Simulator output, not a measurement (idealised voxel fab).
You're looking at the process module voxel capacitor over wiring.
Square cell edge 5 nm, section width 215 nm, ID cut.
Cross-section = grid of square cells, listed top down in bands; band = one or more rows.
Heights first: top, then bottom, in nm. Then materials, left to right, each with a width in nm. "full width" on a single material: fills the band edge to edge. "air": empty space.
Height datum 0, below which the as-received substrate wafer is one material. Lowest band open at the bottom, running downward: "0 down".
Graded width ("30->40"): value in top row of band = first number; value in bottom row = second number; row-to-row change constant.
Given "stayed the same" for a step, no cell of the cross-section differs between before and after that step.
Voids, enclosed: empty space of 8 cells or more with no open way to the top, each as width x height at its distance from the left edge, in nm
It should be noted that, on the line of a given step, the content following the step's settings is a remark produced by the simulator itself with respect to that step.
When a step includes a mask, the "overlay nm" setting on its line states how far to the right of its planned place that mask lay, and negative values state how far to the left.
Intended process steps
| 1 | RECEIVE [material Si] |
| 2 | CONFORMAL_DEP [material SiO2] [thk nm 15] |
| 3 | CONFORMAL_DEP [material SiN] [thk nm 5] |
| 4 | DIRECTIONAL_DEP [material lowk] [thk nm 20] |
| 5 | MASKED_ETCH [tone open] [mask id METAL_1] [width nm 25] [pitch nm 95] [etch materials lowk] [depth nm 20] [overlay nm 0] |
| 6 | MASKED_ETCH [tone open] [mask id METAL_1] [width nm 25] [pitch nm 95] [etch materials SiN] [depth nm 5] [overlay nm 0] |
| 7 | CONFORMAL_DEP [material TiN] [thk nm 5] |
| 8 | FILL_DEP [material W] [thk nm 5] |
| 9 | CMP [height nm 40] |
| 10 | EPI [material Ru] [thk nm 5] |
| 11 | FILL_DEP [material SiCN] [thk nm 5] |
| 12 | DIRECTIONAL_DEP [material SiO2] [thk nm 10] |
| 13 | PATTERN [tone open] [mask id PLUG_1] [material resist] [width nm 15] [thk nm 15] [overlay nm 0] |
| 14 | DIRECTIONAL_ETCH [etch materials SiO2] [depth nm 10] |
| 15 | DIRECTIONAL_ETCH [etch materials SiCN] [depth nm 5] |
| 16 | STRIP [etch materials resist] |
| 17 | CONFORMAL_DEP [material TiN] [thk nm 5] |
| 18 | FILL_DEP [material Ru] [thk nm 5] |
| 19 | CMP [height nm 60] |
| 20 | DIRECTIONAL_DEP [material TiN] [thk nm 10] |
| 21 | DIRECTIONAL_DEP [material HfO2] [thk nm 5] |
| 22 | DIRECTIONAL_DEP [material TiN] [thk nm 10] |
| 23 | DIRECTIONAL_DEP [material aC] [thk nm 10] |
| 24 | PATTERN [tone cover] [mask id UPPER_PLATE] [material resist] [width nm 75] [thk nm 25] [overlay nm 0] |
| 25 | DIRECTIONAL_ETCH [etch materials aC] [depth nm 10] |
| 26 | STRIP [etch materials resist] |
| 27 | DIRECTIONAL_ETCH [etch materials TiN] [depth nm 10] |
| 28 | DIRECTIONAL_ETCH [etch materials HfO2] [depth nm 5] |
| 29 | STRIP [etch materials aC] |
| 30 | MASKED_ETCH [tone cover] [mask id LOWER_PLATE] [width nm 85] [etch materials TiN] [depth nm 10] [overlay nm 0] |
| 31 | FILL_DEP [material SiO2] [thk nm 20] |
| 32 | CMP [height nm 100] |
| 33 | PATTERN [tone open] [mask id PLUG_2] [material resist] [width nm 15] [thk nm 20] [overlay nm 0] |
| 34 | DIRECTIONAL_ETCH [etch materials SiO2] [depth nm 15] |
| 35 | STRIP [etch materials resist] |
| 36 | CONFORMAL_DEP [material TiN] [thk nm 5] |
| 37 | FILL_DEP [material Ru] [thk nm 5] |
| 38 | CMP [height nm 100] |
| 39 | CONFORMAL_DEP [material SiN] [thk nm 5] |
Received-state cross-section, reflecting completion of step 1
0 down = Si full width
Voids, enclosed: none
The plan above was carried out on the starting structure above with one mistake, and this cross-section shows the wafer at the end of the module
105 to 100 = SiN full width
100 to 90 = 65 nm SiO2 | 5 nm TiN | 5 nm Ru | 5 nm TiN | 135 nm SiO2
90 to 85 = 65 nm SiO2 | 15 nm TiN | 135 nm SiO2
85 to 75 = 55 nm SiO2 | 75 nm TiN | 85 nm SiO2
75 to 70 = 55 nm SiO2 | 75 nm HfO2 | 85 nm SiO2
70 to 60 = 50 nm SiO2 | 85 nm TiN | 80 nm SiO2
60 to 50 = 55 nm SiO2 | 5 nm TiN | 5 nm Ru | 5 nm TiN | 145 nm SiO2
50 to 45 = 55 nm SiCN | 15 nm TiN | 145 nm SiCN
45 to 40 = 50 nm Ru | 15 nm SiCN | 80 nm Ru | 15 nm SiCN | 55 nm Ru
40 to 25 = 40 nm W | 5 nm TiN | 25 nm lowk | 5 nm TiN | 60 nm W | 5 nm TiN | 25 nm lowk | 5 nm TiN | 45 nm W
25 to 20 = 45 nm TiN | 25 nm lowk | 70 nm TiN | 25 nm lowk | 50 nm TiN
20 to 15 = SiN full width
15 to 0 = SiO2 full width
0 down = Si full width
Voids, enclosed: none
The plan and the run diverged here: step 5 changed vs plan, executed as MASKED_ETCH [tone cover] [mask id METAL_1] [width nm 25] [pitch nm 95] [etch materials lowk] [depth nm 20] [overlay nm 0]
